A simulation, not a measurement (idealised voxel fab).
Process module heading - voxel self aligned vias
Square cells of 5 nm make up the cross-section cut, whose width is 260 nm.
If you're reading a cross-section in this doc, picture square cells in a grid; it comes to you as bands, top ones listed first down to the bottom, and a band can be one or more rows of cells.
Band: top and bottom heights (nm) first, top before bottom; then materials from left to right, widths in nm. "everywhere" marks a sole material filling the band edge to edge. "air" denotes empty space.
The reference from which all heights are counted is 0, the level beneath which the as-received wafer is entirely one material; the lowest band, having no lower bound, proceeds downward and is written after the example "top 0, no bottom".
Quick explanation for "30..40": the width changes in equal steps down the rows of cells, from the first number in the band's top row to the second number in its bottom row.
The designation "all unchanged", where it is given for a processing step, indicates that no cell of the cross-section was altered in the course of that step.
Any empty space of 8 cells or more lacking an open way to the top shows up in "Closed internal cavities" as width x height at distance, distance from the left edge, in nm.
Read whatever lies past the settings on a step's line as the simulator's own remark about the step.
The optional step-line setting "overlay nm" applies to steps with a mask and quantifies how far to the right of its planned location the mask lay, a negative value indicating leftward placement.
Plan:
- 1: RECEIVE,material Si
- 2: CONFORMAL_DEP,material SiO2,thk nm 10
- 3: CONFORMAL_DEP,material SiCN,thk nm 5
- 4: DIRECTIONAL_DEP,material SiO2,thk nm 30
- 5: MASKED_ETCH,tone open,mask id LINES,width nm 20,pitch nm 55,etch materials SiO2,depth nm 30,overlay nm 0
- 6: CONFORMAL_DEP,material TiN,thk nm 5
- 7: FILL_DEP,material Ru,thk nm 5
- 8: CMP,height nm 40
- 9: SELECTIVE_ETCH,etch materials W Ru TiN,depth nm 5
- 10: FILL_DEP,material SiN,thk nm 5
- 11: CMP,height nm 45
- 12: DIRECTIONAL_DEP,material SiO2,thk nm 15
- 13: MASKED_ETCH,tone open,mask id VIAS,width nm 30,pitch nm 55,etch materials SiO2,depth nm 15,overlay nm 0
- 14: MASKED_ETCH,tone open,mask id VIAS,width nm 30,pitch nm 55,etch materials SiN,depth nm 5,overlay nm 0
- 15: CONFORMAL_DEP,material TiN,thk nm 5
- 16: FILL_DEP,material Cu,thk nm 10
- 17: CMP,height nm 60
- 18: CONFORMAL_DEP,material SiN,thk nm 5
Keep in mind the plan's value for the height nm of step 8 comes from the first wafer; the wafers don't share that setting, but they do share the same starting point.
First of several wafers (as received, post step 1), cross-sectional view:
- top 0, no bottom  Si everywhere
- Closed internal cavities: none
Depicted here is the first of several wafers in cross-section, at module completion following the last step, step 18:
- top 65, bottom 60  SiN everywhere
- top 60, bottom 45  SiO2=60, then TiN=5, then Cu=20, then TiN=5, then SiO2=25, then TiN=5, then Cu=20, then TiN=5, then SiO2=25, then TiN=5, then Cu=20, then TiN=5, then SiO2=60
- top 45, bottom 40  SiN=60, then TiN=30, then SiN=25, then TiN=30, then SiN=25, then TiN=30, then SiN=60
- top 40, bottom 35  SiO2=65, then SiN=20, then SiO2=35, then SiN=20, then SiO2=35, then SiN=20, then SiO2=65
- top 35, bottom 20  SiO2=65, then TiN=5, then Ru=10, then TiN=5, then SiO2=35, then TiN=5, then Ru=10, then TiN=5, then SiO2=35, then TiN=5, then Ru=10, then TiN=5, then SiO2=65
- top 20, bottom 15  SiO2=65, then TiN=20, then SiO2=35, then TiN=20, then SiO2=35, then TiN=20, then SiO2=65
- top 15, bottom 10  SiCN everywhere
- top 10, bottom 0  SiO2 everywhere
- top 0, no bottom  Si everywhere
- Closed internal cavities: none
Cross-section at module completion, last wafer:
- top 65, bottom 60  SiN everywhere
- top 60, bottom 50  SiO2=60, then TiN=5, then Cu=20, then TiN=5, then SiO2=25, then TiN=5, then Cu=20, then TiN=5, then SiO2=25, then TiN=5, then Cu=20, then TiN=5, then SiO2=60
- top 50, bottom 45  SiO2=60, then TiN=30, then SiO2=25, then TiN=30, then SiO2=25, then TiN=30, then SiO2=60
- top 45, bottom 20  SiO2=65, then TiN=5, then Ru=10, then TiN=5, then SiO2=35, then TiN=5, then Ru=10, then TiN=5, then SiO2=35, then TiN=5, then Ru=10, then TiN=5, then SiO2=65
- top 20, bottom 15  SiO2=65, then TiN=20, then SiO2=35, then TiN=20, then SiO2=35, then TiN=20, then SiO2=65
- top 15, bottom 10  SiCN everywhere
- top 10, bottom 0  SiO2 everywhere
- top 0, no bottom  Si everywhere
- Closed internal cavities: none
The table below has one row for each wafer; a row shows, as of the end of the module, how many cells of each material the wafer has gained, marked (+), or lost, marked (-), since it was received, and then the wafer's closed voids:
height nm 40 | +36 Cu | +18 Ru | +52 SiCN | +98 SiN | +406 SiO2 | +66 TiN | Closed internal cavities: none
height nm 45 | +30 Cu | +24 Ru | +52 SiCN | +52 SiN | +446 SiO2 | +72 TiN | Closed internal cavities: none
height nm 50 | +24 Cu | +30 Ru | +52 SiCN | +52 SiN | +446 SiO2 | +72 TiN | Closed internal cavities: none
height nm 55 | +24 Cu | +30 Ru | +52 SiCN | +52 SiN | +446 SiO2 | +72 TiN | Closed internal cavities: none
